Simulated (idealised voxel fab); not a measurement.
The following process module bears the name voxel tone inversion.
Square cell edge 5 nm, section width 245 nm, ID cut.
Think of the cross-section as a grid of square cells. We describe it in bands, top to bottom, and each band covers one or more rows of those cells.
A band entry consists of two parts. The first gives the height of the band's top and the height of its bottom, in nm. The rest lists the band's materials from left to right, each with its width in nm. A single material labelled with the word "full width" fills the band from edge to edge, and the word "blank" marks empty space.
The level at which height equals 0 is the one under which the wafer, as it arrives, is entirely one material. No lower edge exists for the bottom band, which continues downward and is notated as in "0..down".
A width given as "30 to 40" starts at the first number in the band's top row and ends at the second number in its bottom row, shifting by an equal amount at every step from row to row.
Where the words "nothing altered" appear for a step, the cross-section shows no cell changed by that step; every cell remained as before.
Enclosed voids (no open way to top), threshold 8 cells or more, entry "Fully enclosed voids", notation width x height at distance, distance from left edge, nm.
after a step's settings: what the simulator itself notes on the step
overlay nm: how far to the right of its planned place the mask lay on this masked step (negative: to the left).
-- List of planned process steps
1,RECEIVE (material Si)
2,CONFORMAL_DEP (material SiN; thk nm 10)
3,DIRECTIONAL_DEP (material polySi; thk nm 15)
4,PATTERN (tone cover; mask id POSTS; material resist; width nm 20; pitch nm 45; thk nm 20; overlay nm -15)
5,DIRECTIONAL_ETCH (etch materials polySi; depth nm 15)
6,STRIP (etch materials resist)
7,FILL_DEP (material SiO2; thk nm 10)
8,CMP (height nm 25)
9,STRIP (etch materials polySi)
10,CONFORMAL_DEP (material TiN; thk nm 5)
11,FILL_DEP (material Cu; thk nm 5)
12,CMP (height nm 25)
13,CONFORMAL_DEP (material SiCN; thk nm 5)
varied across the wafers: overlay nm of step 4. The plan shows the first wafer's value. All wafers start alike
-- The first of several wafers in cross-section, exactly as it reached us after step 1
- 0..down | Si full width
- Fully enclosed voids: none
-- After the module's final step, step 13: the first of several wafers in cross-section
- 30..25 | SiCN full width
- 25..15 | SiO2=50; TiN=5; Cu=10; TiN=5; SiO2=25; TiN=5; Cu=10; TiN=5; SiO2=25; TiN=5; Cu=10; TiN=5; SiO2=85
- 15..10 | SiO2=50; TiN=20; SiO2=25; TiN=20; SiO2=25; TiN=20; SiO2=85
- 10..0 | SiN full width
- 0..down | Si full width
- Fully enclosed voids: none
-- Cross-section of the last wafer at end of module
- 30..25 | SiCN full width
- 25..15 | SiO2=80; TiN=5; Cu=10; TiN=5; SiO2=25; TiN=5; Cu=10; TiN=5; SiO2=25; TiN=5; Cu=10; TiN=5; SiO2=55
- 15..10 | SiO2=80; TiN=20; SiO2=25; TiN=20; SiO2=25; TiN=20; SiO2=55
- 10..0 | SiN full width
- 0..down | Si full width
- Fully enclosed voids: none
-- wafer rows; end of module; cells per material since receipt: (+) gained, (-) lost; then closed voids
overlay nm -15; +12 Cu; +49 SiCN; +98 SiN; +111 SiO2; +24 TiN; Fully enclosed voids: none
overlay nm -10; +12 Cu; +49 SiCN; +98 SiN; +111 SiO2; +24 TiN; Fully enclosed voids: none
overlay nm -5; +12 Cu; +49 SiCN; +98 SiN; +111 SiO2; +24 TiN; Fully enclosed voids: none
overlay nm 0; +12 Cu; +49 SiCN; +98 SiN; +111 SiO2; +24 TiN; Fully enclosed voids: none
overlay nm 5; +12 Cu; +49 SiCN; +98 SiN; +111 SiO2; +24 TiN; Fully enclosed voids: none
overlay nm 10; +12 Cu; +49 SiCN; +98 SiN; +111 SiO2; +24 TiN; Fully enclosed voids: none
overlay nm 15; +12 Cu; +49 SiCN; +98 SiN; +111 SiO2; +24 TiN; Fully enclosed voids: none
